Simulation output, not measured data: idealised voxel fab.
process module | voxel capacitor over wiring
cross-section cut | 155 nm wide | cells 5 nm
A cross-section is a grid of square cells, given in bands from the top down. A band is one or more rows of cells.
Each band's line starts with the height of the band's top and of its bottom, in nm. Then come its materials from left to right, each with its width in nm. One material with "throughout" fills the band from edge to edge. "air" is empty space.
Height 0 is the level under which the wafer as received is all one material. The lowest band goes on downwards, as in "0 down".
A width such as "30 to 40" changes by the same amount from each row of cells to the next, from the band's top row to its bottom row.
"no change" after a step means that no cell of the cross-section changed.
closed voids: empty space of 8 cells or more with no open way to the top, each as width x height at its distance from the left edge, in nm
after a step's settings: what the simulator itself notes on the step
overlay nm, on a step with a mask: how far to the right of its planned place the mask lay; to the left if negative
plan
1 op RECEIVE | material Si
2 op CONFORMAL_DEP | material SiO2 | thk nm 15
3 op DIRECTIONAL_DEP | material TiN | thk nm 5
4 op DIRECTIONAL_DEP | material W | thk nm 15
5 op PATTERN | tone cover | mask id METAL_1 | material resist | width nm 25 | pitch nm 95 | thk nm 20 | overlay nm 0
6 op DIRECTIONAL_ETCH | etch materials W | depth nm 15
7 op DIRECTIONAL_ETCH | etch materials TiN | depth nm 5
8 op STRIP | etch materials resist
9 op FILL_DEP | material lowk | thk nm 5
10 op CMP | height nm 35
11 op CONFORMAL_DEP | material SiCN | thk nm 5
12 op DIRECTIONAL_DEP | material SiO2 | thk nm 20
13 op MASKED_ETCH | tone open | mask id PLUG_1 | width nm 15 | etch materials SiO2 | depth nm 20 | overlay nm 0
14 op MASKED_ETCH | tone open | mask id PLUG_1 | width nm 15 | etch materials SiCN | depth nm 5 | overlay nm 0
15 op CONFORMAL_DEP | material TiN | thk nm 5
16 op FILL_DEP | material Cu | thk nm 5
17 op CMP | height nm 60
18 op DIRECTIONAL_DEP | material TiN | thk nm 10
19 op DIRECTIONAL_DEP | material SiN | thk nm 5
20 op DIRECTIONAL_DEP | material TiN | thk nm 10
21 op MASKED_ETCH | tone cover | mask id UPPER_PLATE | width nm 75 | etch materials TiN | depth nm 10 | overlay nm 0
22 op MASKED_ETCH | tone cover | mask id UPPER_PLATE | width nm 75 | etch materials SiN | depth nm 5 | overlay nm 0
23 op MASKED_ETCH | tone cover | mask id LOWER_PLATE | width nm 85 | etch materials TiN | depth nm 10 | overlay nm 0
24 op FILL_DEP | material SiO2 | thk nm 15
25 op CMP | height nm 95
26 op PATTERN | tone open | mask id PLUG_2 | material resist | width nm 15 | thk nm 20 | overlay nm 0
27 op DIRECTIONAL_ETCH | etch materials SiO2 | depth nm 10
28 op STRIP | etch materials resist
29 op CONFORMAL_DEP | material TiN | thk nm 5
30 op FILL_DEP | material Ru | thk nm 5
31 op CMP | height nm 95
32 op CONFORMAL_DEP | material SiCN | thk nm 5
as received, after step 1
  0 down: Si throughout
  closed voids: none
a wafer at the end: this start, this plan, one mistake
  100 to 95: SiCN throughout
  95 to 90: SiO2 35 | TiN 5 | Ru 5 | TiN 5 | SiO2 105
  90 to 85: SiO2 35 | TiN 15 | SiO2 105
  85 to 75: SiO2 25 | TiN 75 | SiO2 55
  75 to 70: SiO2 25 | SiN 75 | SiO2 55
  70 to 60: SiO2 20 | TiN 85 | SiO2 50
  60 to 45: SiO2 25 | TiN 5 | Cu 5 | TiN 5 | SiO2 115
  45 to 40: SiO2 25 | TiN 15 | SiO2 115
  40 to 35: SiCN 25 | TiN 5 | SiCN 125
  35 to 20: lowk 15 | W 25 | lowk 70 | W 25 | lowk 20
  20 to 15: lowk 15 | TiN 25 | lowk 70 | TiN 25 | lowk 20
  15 to 0: SiO2 throughout
  0 down: Si throughout
  closed voids: none
what went wrong: step 14 ran as: op MASKED_ETCH | tone open | mask id PLUG_1 | width nm 15 | etch materials SiCN | depth nm 5 | overlay nm -10
